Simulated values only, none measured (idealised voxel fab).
This is a process module. Its name is voxel self aligned vias.
In the cross-section labelled cut, the width is 180 nm and each square cell is 5 nm.
In this document a cross-section is written as a grid of square cells. It is given as a series of bands, listed from the top down, and a band is one or more rows of cells.
Basically the band line says how high the top is and how high the bottom is, in nm, and then what's in it from left to right, every material with its width in nm. Empty space shows up as "air", and if a single material carries "edge to edge" it runs the full band edge to edge.
It should be noted that heights are counted from 0, beneath which the wafer as supplied is of one material throughout, and that the lowest band possesses no lower boundary but continues downward, as written in "0 down".
The expression "30->40" gives the width at the extremes of the band, the first number at its top row of cells and the second at its bottom row, with the width changing by equal amounts from each row to the next in between.
"all unchanged" for a step: no cell of the cross-section changed in that step.
"Unvented internal voids": empty spaces of 8 cells or more with no open way to the top, each given as width x height at distance, distance from the left edge, all in nm.
That trailing text on a step's line, after the settings, is the simulator's own remark on the step.
Among the settings permitted on a step's line is "overlay nm"; applied to a step with a mask, it specifies the extent to which the mask lay to the right of its planned position, whereas a negative figure signifies a position to the left.

## So here's the lineup of process steps we planned
1 RECEIVE with material Si
2 CONFORMAL_DEP with material SiO2, thk nm 15
3 CONFORMAL_DEP with material SiCN, thk nm 5
4 DIRECTIONAL_DEP with material lowk, thk nm 25
5 DIRECTIONAL_DEP with material aC, thk nm 10
6 PATTERN with tone open, mask id LINES, material resist, width nm 20, pitch nm 55, thk nm 25, overlay nm 0
7 DIRECTIONAL_ETCH with etch materials aC, depth nm 10
8 STRIP with etch materials resist
9 DIRECTIONAL_ETCH with etch materials lowk, depth nm 25
10 STRIP with etch materials aC
11 CONFORMAL_DEP with material TiN, thk nm 5
12 FILL_DEP with material Ru, thk nm 5
13 CMP with height nm 45
14 SELECTIVE_ETCH with etch materials W Ru TiN, depth nm 5
15 FILL_DEP with material SiN, thk nm 10
16 CMP with height nm 45
17 DIRECTIONAL_DEP with material lowk, thk nm 15
18 PATTERN with tone open, mask id VIAS, material resist, width nm 40, pitch nm 55, thk nm 15, overlay nm 0
19 DIRECTIONAL_ETCH with etch materials lowk, depth nm 15
20 DIRECTIONAL_ETCH with etch materials SiN, depth nm 5
21 STRIP with etch materials resist
22 CONFORMAL_DEP with material TiN, thk nm 5
23 FILL_DEP with material W, thk nm 10
24 CMP with height nm 60
25 CONFORMAL_DEP with material SiN, thk nm 5

## Received-state cross-section, reflecting completion of step 1
* 0 down: Si edge to edge
* Unvented internal voids: none

## The module was run from the start shown above using the plan shown above, but one mistake was made doing it; the resulting wafer cross-section is below
* 65 to 60: SiN edge to edge
* 60 to 45: 15 lowk / 5 TiN / 30 W / 5 TiN / 15 lowk / 5 TiN / 30 W / 5 TiN / 15 lowk / 5 TiN / 30 W / 5 TiN / 15 lowk
* 45 to 40: 15 SiN / 40 TiN / 15 SiN / 40 TiN / 15 SiN / 40 TiN / 15 SiN
* 40 to 20: 25 lowk / 5 TiN / 10 Ru / 5 TiN / 35 lowk / 5 TiN / 10 Ru / 5 TiN / 35 lowk / 5 TiN / 10 Ru / 5 TiN / 25 lowk
* 20 to 15: 25 lowk / 20 TiN / 35 lowk / 20 TiN / 35 lowk / 20 TiN / 25 lowk
* 15 to 0: SiO2 edge to edge
* 0 down: Si edge to edge
* Unvented internal voids: none
Which mistake was made when the wafer was run? plan step 3 skipped
